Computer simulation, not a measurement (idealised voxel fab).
Process module, titled voxel self aligned contacts
It is cross-section cut that appears here, measuring 165 nm in width, its square cells being 5 nm in size.
A cross-section is a grid of square cells, given in bands from the top down. A band is one or more rows of cells.
First you get the band's top height and its bottom height, in nm, and then the materials it's made of, left to right, with each width in nm. If you see a single material with "everywhere", that one covers the band edge to edge. "empty" is empty space.
Heights are expressed relative to 0, this being the level below which the as-received wafer comprises one material exclusively. The lowest band is unbounded in the downward direction and is denoted as in "0 -> down".
Graded width ("30..40"): value in top row of band = first number; value in bottom row = second number; row-to-row change constant.
What does "no modifications" mean for a step? It means no cell of the cross-section changed in that step.
For the entry "Sealed cavities", the listed items are empty spaces with no open way to the top whose size is 8 cells or more; each item follows the pattern width x height at distance, where distance is from the left edge and all three are in nm.
Where a step's line continues beyond its settings, the continuation is a remark by the simulator itself on that step.
If you see "overlay nm" on a step's line and that step has a mask, it's telling you how far right of where it was planned the mask ended up; a negative number means it went left instead.

Intended process steps:
- 1: RECEIVE: material Si
- 2: OXIDIZE: depth nm 5
- 3: DIRECTIONAL_DEP: material polySi, thk nm 30
- 4: DIRECTIONAL_DEP: material SiN, thk nm 15
- 5: PATTERN: tone cover, mask id GATE, material resist, width nm 30, pitch nm 60, thk nm 15, overlay nm 0
- 6: DIRECTIONAL_ETCH: etch materials SiN, depth nm 15
- 7: DIRECTIONAL_ETCH: etch materials polySi, depth nm 30
- 8: STRIP: etch materials resist
- 9: CONFORMAL_DEP: material SiN, thk nm 5
- 10: DIRECTIONAL_ETCH: etch materials SiN, depth nm 5
- 11: FILL_DEP: material SiO2, thk nm 20
- 12: CMP: height nm 55
- 13: PATTERN: tone open, mask id CONTACT, material resist, width nm 40, thk nm 15, overlay nm 0
- 14: DIRECTIONAL_ETCH: etch materials SiO2, depth nm 60
- 15: STRIP: etch materials resist
- 16: CONFORMAL_DEP: material TiN, thk nm 5
- 17: FILL_DEP: material Ru, thk nm 10
- 18: CMP: height nm 55
- 19: CONFORMAL_DEP: material SiN, thk nm 5

Cross-section of the wafer at receipt, which is the condition after step 1:
  0 -> down: Si everywhere
  Sealed cavities: none

Cross-section, first of two wafers, end of module, run as planned:
  60 -> 55: SiN everywhere
  55 -> 45: SiO2 60 nm | TiN 5..15 nm | Ru 30..10 nm | TiN 5..15 nm | SiO2 65 nm
  45 -> 30: SiO2 30 nm | SiN 40 nm | TiN 5 nm | Ru 10 nm | TiN 5 nm | SiN 40 nm | SiO2 35 nm
  30 -> 0: SiO2 30 nm | SiN 5 nm | polySi 30 nm | SiN 5 nm | TiN 5 nm | Ru 10 nm | TiN 5 nm | SiN 5 nm | polySi 30 nm | SiN 5 nm | SiO2 35 nm
  0 -> -5: SiO2 70 nm | TiN 20 nm | SiO2 75 nm
  -5 -> down: Si everywhere
  Sealed cavities: none

So this is wafer number two of the two, cut at the end of the module - it started where the first did and had the same plan, we just got one thing wrong running it:
  60 -> 55: SiN everywhere
  55 -> 35: SiO2 30 nm | SiN 5 nm | polySi 30 nm | SiN 5 nm | TiN 5 nm | Ru 10 nm | TiN 5 nm | SiN 5 nm | polySi 30 nm | SiN 5 nm | SiO2 35 nm
  35 -> 30: SiO2 30 nm | SiN 5 nm | polySi 30 nm | SiN 5 nm | TiN 20 nm | SiN 5 nm | polySi 30 nm | SiN 5 nm | SiO2 35 nm
  30 -> 0: polySi everywhere
  0 -> -5: SiO2 everywhere
  -5 -> down: Si everywhere
  Sealed cavities: none
Diagnosis: step 3 of the plan saw execution twice
Wrapping up, a cell-based count of both wafers puts the second over or under the first for these materials: Ru -18; SiN -52; SiO2 -98; TiN -18; polySi +186
